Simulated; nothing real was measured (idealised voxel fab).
The following process module bears the name voxel self aligned vias.
The figure presents cross-section cut, which has a width of 170 nm and is divided into square cells with an edge length of 5 nm.
A cross-section in this document is a grid of square cells, and it is written down as bands, the top band listed before the ones below it; a band is made up of one or more rows of cells.
Band: top height; bottom height; in nm. Then, left to right: material with width in nm, for each material. "everywhere": a single material spanning edge to edge. "air": empty space.
Heights from 0 (as-received wafer is one material below). Bottom band endless downward, as "0 nm and below".
So if you see something like "30->40" for the width, read it as the top row of the band sitting at the first number and the bottom row at the second, with every row in between moving by the same amount as the last.
Any step labelled "identical to before" changed none of the cells in the cross-section.
For the entry "Enclosed void list", the listed items are empty spaces with no open way to the top whose size is 8 cells or more; each item follows the pattern width x height at distance, where distance is from the left edge and all three are in nm.
Step line, after settings: the simulator's comment on this step.
What "overlay nm" on a step's line means: if the step has a mask, that mask lay this far to the right of its planned place, or, when the value is negative, to the left.
# Here's what the planned process steps look like
1 RECEIVE (material Si)
2 CONFORMAL_DEP (material SiO2; thk nm 15)
3 CONFORMAL_DEP (material SiCN; thk nm 5)
4 DIRECTIONAL_DEP (material lowk; thk nm 30)
5 DIRECTIONAL_DEP (material aC; thk nm 15)
6 PATTERN (tone open; mask id LINES; material resist; width nm 30; pitch nm 60; thk nm 30; overlay nm 0)
7 DIRECTIONAL_ETCH (etch materials aC; depth nm 15)
8 STRIP (etch materials resist)
9 DIRECTIONAL_ETCH (etch materials lowk; depth nm 30)
10 STRIP (etch materials aC)
11 CONFORMAL_DEP (material TiN; thk nm 5)
12 FILL_DEP (material Ru; thk nm 5)
13 CMP (height nm 50)
14 SELECTIVE_ETCH (etch materials W Ru TiN; depth nm 5)
15 FILL_DEP (material SiN; thk nm 5)
16 CMP (height nm 50)
17 DIRECTIONAL_DEP (material lowk; thk nm 20)
18 DIRECTIONAL_DEP (material aC; thk nm 10)
19 PATTERN (tone open; mask id VIAS; material resist; width nm 40; thk nm 25; overlay nm 0)
20 DIRECTIONAL_ETCH (etch materials aC; depth nm 10)
21 STRIP (etch materials resist)
22 DIRECTIONAL_ETCH (etch materials lowk; depth nm 20)
23 DIRECTIONAL_ETCH (etch materials SiN; depth nm 5)
24 STRIP (etch materials aC)
25 CONFORMAL_DEP (material TiN; thk nm 5)
26 FILL_DEP (material W; thk nm 10)
27 CMP (height nm 70)
28 CONFORMAL_DEP (material SiN; thk nm 5)
# Wafer at receipt (post step 1), cross-section
- 0 nm and below | Si everywhere
- Enclosed void list: none
# a wafer at the end: this start, this plan, one mistake
- 75 nm to 70 nm | SiN everywhere
- 70 nm to 50 nm | lowk 35 nm  TiN 5 nm  W 30 nm  TiN 5 nm  lowk 95 nm
- 50 nm to 45 nm | lowk 35 nm  TiN 40 nm  lowk 25 nm  SiN 30 nm  lowk 40 nm
- 45 nm to 30 nm | lowk 35 nm  TiN 10 nm  Ru 20 nm  TiN 10 nm  lowk 25 nm  TiN 5 nm  Ru 20 nm  TiN 5 nm  lowk 40 nm
- 30 nm to 25 nm | lowk 40 nm  TiN 5 nm  Ru 20 nm  TiN 5 nm  lowk 30 nm  TiN 5 nm  Ru 20 nm  TiN 5 nm  lowk 40 nm
- 25 nm to 20 nm | lowk 40 nm  TiN 30 nm  lowk 30 nm  TiN 30 nm  lowk 40 nm
- 20 nm to 15 nm | SiCN everywhere
- 15 nm to 0 nm | SiO2 everywhere
- 0 nm and below | Si everywhere
- Enclosed void list: none
Diagnosis: step 22 was run twice
